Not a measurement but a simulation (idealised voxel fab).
process module | voxel trench capacitor
cross-section cut | 300 nm wide | cells 5 nm
A cross-section is a grid of square cells, given in bands from the top down. A band is one or more rows of cells.
Each band's line starts with the height of the band's top and of its bottom, in nm. Then come its materials from left to right, each with its width in nm. One material with "throughout" fills the band from edge to edge. "air" is empty space.
Height 0 is the level under which the wafer as received is all one material. The lowest band goes on downwards, as in "0 down".
A width such as "30 to 40" changes by the same amount from each row of cells to the next, from the band's top row to its bottom row.
"no change" after a step means that no cell of the cross-section changed.
closed voids: empty space of 8 cells or more with no open way to the top, each as width x height at its distance from the left edge, in nm
after a step's settings: what the simulator itself notes on the step
overlay nm, on a step with a mask: how far to the right of its planned place the mask lay; to the left if negative
plan
1 op RECEIVE | material Si
2 op CONFORMAL_DEP | material SiN | thk nm 5
3 op DIRECTIONAL_DEP | material aC | thk nm 10
4 op PATTERN | tone open | mask id TRENCH | material resist | width nm 15 | pitch nm 35 | thk nm 25 | overlay nm 0
5 op DIRECTIONAL_ETCH | etch materials aC | depth nm 10
6 op STRIP | etch materials resist
7 op DIRECTIONAL_ETCH | etch materials SiN | depth nm 5
8 op DIRECTIONAL_ETCH | etch materials Si | depth nm 40
9 op STRIP | etch materials aC
10 op CONFORMAL_DEP | material SiO2 | thk nm 5
11 op FILL_DEP | material polySi | thk nm 5
12 op CMP | height nm 5
as received, after step 1
  0 down: Si throughout
  closed voids: none
a wafer at the end: this start, this plan, one mistake
  5 to 0: SiN 90 | SiO2 5 | polySi 5 | SiO2 5 | SiN 20 | SiO2 5 | polySi 5 | SiO2 5 | SiN 20 | SiO2 5 | polySi 5 | SiO2 5 | SiN 20 | SiO2 5 | polySi 5 | SiO2 5 | SiN 90
  0 to -75: Si 90 | SiO2 5 | polySi 5 | SiO2 5 | Si 20 | SiO2 5 | polySi 5 | SiO2 5 | Si 20 | SiO2 5 | polySi 5 | SiO2 5 | Si 20 | SiO2 5 | polySi 5 | SiO2 5 | Si 90
  -75 to -80: Si 90 | SiO2 15 | Si 20 | SiO2 15 | Si 20 | SiO2 15 | Si 20 | SiO2 15 | Si 90
  -80 down: Si throughout
  closed voids: none
what went wrong: step 8 was run twice
